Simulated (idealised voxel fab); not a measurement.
process module | voxel wiring stack
cross-section cut | 160 nm wide | cells 5 nm
A cross-section is a grid of square cells, given in bands from the top down. A band is one or more rows of cells.
Each band's line starts with the height of the band's top and of its bottom, in nm. Then come its materials from left to right, each with its width in nm. One material with "throughout" fills the band from edge to edge. "air" is empty space.
Height 0 is the level under which the wafer as received is all one material. The lowest band goes on downwards, as in "0 down".
A width such as "30 to 40" changes by the same amount from each row of cells to the next, from the band's top row to its bottom row.
"no change" after a step means that no cell of the cross-section changed.
closed voids: empty space of 8 cells or more with no open way to the top, each as width x height at its distance from the left edge, in nm
after a step's settings: what the simulator itself notes on the step
overlay nm, on a step with a mask: how far to the right of its planned place the mask lay; to the left if negative
plan
1 op RECEIVE | material Si
2 op CONFORMAL_DEP | material SiO2 | thk nm 15
3 op CONFORMAL_DEP | material SiN | thk nm 5
4 op DIRECTIONAL_DEP | material SiO2 | thk nm 25
5 op PATTERN | tone open | mask id METAL_1 | material resist | width nm 25 | pitch nm 45 | thk nm 15 | overlay nm 0
6 op DIRECTIONAL_ETCH | etch materials SiO2 | depth nm 25
7 op DIRECTIONAL_ETCH | etch materials SiN | depth nm 5
8 op STRIP | etch materials resist
9 op CONFORMAL_DEP | material TiN | thk nm 5
10 op FILL_DEP | material Ru | thk nm 10
11 op CMP | height nm 45
12 op CONFORMAL_DEP | material SiCN | thk nm 5
13 op DIRECTIONAL_DEP | material SiO2 | thk nm 30
14 op MASKED_ETCH | tone open | mask id METAL_2 | width nm 25 | pitch nm 45 | etch materials SiO2 | depth nm 20 | overlay nm 0
15 op PATTERN | tone open | mask id METAL_2_HOLES | material resist | width nm 15 | thk nm 20 | overlay nm 0
16 op DIRECTIONAL_ETCH | etch materials SiO2 | depth nm 10
17 op DIRECTIONAL_ETCH | etch materials SiCN | depth nm 5
18 op STRIP | etch materials resist
19 op CONFORMAL_DEP | material TiN | thk nm 5
20 op FILL_DEP | material Cu | thk nm 10
21 op CMP | height nm 80
22 op CONFORMAL_DEP | material SiCN | thk nm 5
23 op DIRECTIONAL_DEP | material lowk | thk nm 10
24 op MASKED_ETCH | tone open | mask id PLUG_2 | width nm 15 | etch materials lowk | depth nm 10 | overlay nm 0
25 op MASKED_ETCH | tone open | mask id PLUG_2 | width nm 15 | etch materials SiCN | depth nm 5 | overlay nm 0
26 op CONFORMAL_DEP | material TiN | thk nm 5
27 op FILL_DEP | material Cu | thk nm 5
28 op CMP | height nm 95
29 op CONFORMAL_DEP | material SiCN | thk nm 5
30 op DIRECTIONAL_DEP | material SiO2 | thk nm 20
31 op MASKED_ETCH | tone open | mask id METAL_3 | width nm 25 | pitch nm 45 | etch materials SiO2 | depth nm 20 | overlay nm 0
32 op MASKED_ETCH | tone open | mask id METAL_3 | width nm 25 | pitch nm 45 | etch materials SiCN | depth nm 5 | overlay nm 0
33 op CONFORMAL_DEP | material TiN | thk nm 5
34 op FILL_DEP | material Cu | thk nm 5
35 op CMP | height nm 120
36 op CONFORMAL_DEP | material SiCN | thk nm 5
as received, after step 1
  0 down: Si throughout
  closed voids: none
a wafer at the end: this start, this plan, one mistake
  125 to 120: SiCN throughout
  120 to 100: SiO2 45 | TiN 5 | Cu 15 | TiN 5 | SiO2 20 | TiN 5 | Cu 15 | TiN 5 | SiO2 45
  100 to 95: SiCN 45 | TiN 25 | SiCN 20 | TiN 25 | SiCN 45
  95 to 85: lowk 45 | TiN 5 | Cu 5 | TiN 5 | lowk 100
  85 to 80: SiCN 45 | TiN 15 | SiCN 100
  80 to 70: SiO2 45 | TiN 5 to 10 | Cu 10 to 5 | TiN 5 | SiO2 30 | TiN 5 | Cu 5 | TiN 5 | SiO2 50
  70 to 65: SiO2 50 | TiN 5 | Cu 5 | TiN 5 | SiO2 30 | TiN 5 | Cu 5 | TiN 5 | SiO2 50
  65 to 60: SiO2 50 | TiN 15 | SiO2 30 | TiN 15 | SiO2 50
  60 to 50: SiO2 50 | TiN 10 | SiO2 100
  50 to 45: SiCN 50 | TiN 10 | SiCN 100
  45 to 20: SiO2 45 | TiN 5 | Ru 15 | TiN 5 | SiO2 20 | TiN 5 | Ru 15 | TiN 5 | SiO2 45
  20 to 15: SiN 45 | TiN 25 | SiN 20 | TiN 25 | SiN 45
  15 to 0: SiO2 throughout
  0 down: Si throughout
  closed voids: none
what went wrong: step 14 ran as: op MASKED_ETCH | tone open | mask id METAL_2 | width nm 15 | pitch nm 45 | etch materials SiO2 | depth nm 20 | overlay nm 0
